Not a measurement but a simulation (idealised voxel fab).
Process module under the name voxel spacer lines
This is section cut - it's 280 nm across, gridded in 5 nm square cells.
Cross-section = grid of square cells, listed top down in bands; band = one or more rows.
What a band's entry tells you: where the top is and where the bottom is, as heights in nm, and after that what lies inside, material by material from left to right, each with its width in nm. Empty space is written as the word "air", and a single material marked with the word "throughout" occupies the band from edge to edge.
Where do heights start? At 0: under that level the wafer as delivered is made of one material only. And the lowest band has no floor; it just carries on downward, as in "from 0 down".
Quick explanation for "30->40": the width changes in equal steps down the rows of cells, from the first number in the band's top row to the second number in its bottom row.
"left unchanged" after a step means that no cell of the cross-section changed.
The entry "Enclosed voids" lists the empty spaces that cover at least 8 cells and have no open path to the top. Each is written as width x height at distance, where the distance is measured from the left edge and all three values are in nm.
If you see something after the settings on a step's line, that's the simulator's own remark about that step.
Among the settings permitted on a step's line is "overlay nm"; applied to a step with a mask, it specifies the extent to which the mask lay to the right of its planned position, whereas a negative figure signifies a position to the left.

**Intended process steps**
1 RECEIVE | material Si
2 CONFORMAL_DEP | material Al2O3 | thk nm 10
3 DIRECTIONAL_DEP | material polySi | thk nm 10
4 DIRECTIONAL_DEP | material aC | thk nm 30
5 PATTERN | tone cover | mask id MANDREL | material resist | width nm 15 | pitch nm 60 | thk nm 40 | overlay nm 0
6 DIRECTIONAL_ETCH | etch materials aC | depth nm 30
7 STRIP | etch materials resist
8 CONFORMAL_DEP | material SiN | thk nm 15
9 DIRECTIONAL_ETCH | etch materials SiN | depth nm 15
10 STRIP | etch materials aC
11 DIRECTIONAL_ETCH | etch materials polySi | depth nm 10
12 STRIP | etch materials SiN

**Here's what the wafer looked like in cross-section when it arrived - that's after step 1**
from 0 down  Si throughout
Enclosed voids: none

**a wafer at the end: this start, this plan, one mistake**
from 15 to 10  85 of air, then 15 of polySi, then 15 of air, then 15 of polySi, then 15 of air, then 15 of polySi, then 15 of air, then 15 of polySi, then 90 of air
from 10 to 0  Al2O3 throughout
from 0 down  Si throughout
Enclosed voids: none
Plan not followed: not per plan at step 3, really ran DIRECTIONAL_DEP | material polySi | thk nm 5
